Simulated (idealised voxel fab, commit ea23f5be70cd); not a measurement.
The process module presented herein is designated voxel capacitor over wiring.
150 nm wide, 5 nm square cells: that's cross-section cut.
Cross-section format: a grid of square cells, given as bands from top to bottom; each band is one or more rows of cells.
A band entry consists of two parts. The first gives the height of the band's top and the height of its bottom, in nm. The rest lists the band's materials from left to right, each with its width in nm. A single material labelled with the word "edge to edge" fills the band from edge to edge, and the word "empty" marks empty space.
Measure heights from 0. That's the level where, below it, the as-received wafer is all one material. The lowest band is bottomless and extends downward; write it as in "z 0 and below".
The two numbers in a width such as "30->40" mark its ends across the band: the first belongs to the top row of cells, the second to the bottom row, and from each row to the next the width moves by the same amount.
Where the words "changes: none" appear for a step, the cross-section shows no cell changed by that step; every cell remained as before.
"Closed empty spaces" lists enclosed empty spaces (at least 8 cells, no open path upward to the top), each as width x height at distance from the left edge, in nm.
Where a step's line continues beyond its settings, the continuation is a remark by the simulator itself on that step.
overlay nm: on a step with a mask, how far right of its planned place the mask lay; negative means left.
THE STEPS PLANNED FOR THE PROCESS ARE AS FOLLOWS
step 1: RECEIVE, material Si
step 2: CONFORMAL_DEP, material SiO2, thk nm 15
step 3: CONFORMAL_DEP, material SiN, thk nm 5
step 4: DIRECTIONAL_DEP, material lowk, thk nm 20
step 5: PATTERN, tone open, mask id METAL_1, material resist, width nm 25, pitch nm 90, thk nm 20, overlay nm 0
step 6: DIRECTIONAL_ETCH, etch materials lowk, depth nm 20
step 7: DIRECTIONAL_ETCH, etch materials SiN, depth nm 5
step 8: STRIP, etch materials resist
step 9: CONFORMAL_DEP, material TiN, thk nm 5
step 10: FILL_DEP, material W, thk nm 5
step 11: CMP, height nm 40
step 12: CONFORMAL_DEP, material SiCN, thk nm 5
step 13: DIRECTIONAL_DEP, material lowk, thk nm 20
step 14: DIRECTIONAL_DEP, material aC, thk nm 15
step 15: PATTERN, tone open, mask id PLUG_1, material resist, width nm 15, thk nm 35, overlay nm 0
step 16: DIRECTIONAL_ETCH, etch materials aC, depth nm 15
step 17: STRIP, etch materials resist
step 18: DIRECTIONAL_ETCH, etch materials lowk, depth nm 20
step 19: DIRECTIONAL_ETCH, etch materials SiCN, depth nm 5
step 20: STRIP, etch materials aC
step 21: EPI, material Ru, thk nm 10
step 22: EPI, material Ru, thk nm 10
step 23: EPI, material Ru, thk nm 5
step 24: DIRECTIONAL_DEP, material TiN, thk nm 10
step 25: DIRECTIONAL_DEP, material Al2O3, thk nm 5
step 26: DIRECTIONAL_DEP, material TiN, thk nm 5
step 27: PATTERN, tone cover, mask id UPPER_PLATE, material resist, width nm 70, thk nm 20, overlay nm 0
step 28: DIRECTIONAL_ETCH, etch materials TiN, depth nm 5
step 29: DIRECTIONAL_ETCH, etch materials Al2O3, depth nm 5
step 30: STRIP, etch materials resist
step 31: DIRECTIONAL_DEP, material aC, thk nm 10
step 32: PATTERN, tone cover, mask id LOWER_PLATE, material resist, width nm 70, thk nm 25, overlay nm 0
step 33: DIRECTIONAL_ETCH, etch materials aC, depth nm 10
step 34: STRIP, etch materials resist
step 35: DIRECTIONAL_ETCH, etch materials TiN, depth nm 10
step 36: STRIP, etch materials aC
step 37: FILL_DEP, material SiO2, thk nm 20
step 38: CMP, height nm 100
step 39: DIRECTIONAL_DEP, material aC, thk nm 15
step 40: PATTERN, tone open, mask id PLUG_2, material resist, width nm 15, thk nm 30, overlay nm 0
step 41: DIRECTIONAL_ETCH, etch materials aC, depth nm 15
step 42: STRIP, etch materials resist
step 43: DIRECTIONAL_ETCH, etch materials SiO2, depth nm 15
step 44: STRIP, etch materials aC
step 45: CONFORMAL_DEP, material TiN, thk nm 5
step 46: FILL_DEP, material Cu, thk nm 10
step 47: CMP, height nm 100
step 48: CONFORMAL_DEP, material SiCN, thk nm 5
What sets these wafers apart? The width nm at step 32. They all start alike, and the plan carries the first wafer's value.
CROSS-SECTION OF THE FIRST OF SEVERAL WAFERS AS RECEIVED (AFTER STEP 1)
> z 0 and below = Si edge to edge
> Closed empty spaces: none
TAKE ANY ROW AND YOU HAVE A WAFER AT THE END OF THE MODULE: HOW MANY CELLS OF EACH MATERIAL IT HAS GAINED (+) OR LOST (-) SINCE IT WAS RECEIVED, AND THEN ITS CLOSED VOIDS
width nm 70; +14 Al2O3; +2 Cu; +15 Ru; +57 SiCN; +20 SiN; +235 SiO2; +75 TiN; +24 W; +188 lowk; Closed empty spaces: none
width nm 75; +14 Al2O3; +2 Cu; +15 Ru; +57 SiCN; +20 SiN; +233 SiO2; +77 TiN; +24 W; +188 lowk; Closed empty spaces: none
width nm 80; +14 Al2O3; +2 Cu; +15 Ru; +57 SiCN; +20 SiN; +231 SiO2; +79 TiN; +24 W; +188 lowk; Closed empty spaces: none
width nm 85; +14 Al2O3; +2 Cu; +15 Ru; +57 SiCN; +20 SiN; +229 SiO2; +81 TiN; +24 W; +188 lowk; Closed empty spaces: none
width nm 90; +14 Al2O3; +2 Cu; +15 Ru; +57 SiCN; +20 SiN; +227 SiO2; +83 TiN; +24 W; +188 lowk; Closed empty spaces: none
width nm 95; +14 Al2O3; +2 Cu; +15 Ru; +57 SiCN; +20 SiN; +225 SiO2; +85 TiN; +24 W; +188 lowk; Closed empty spaces: none
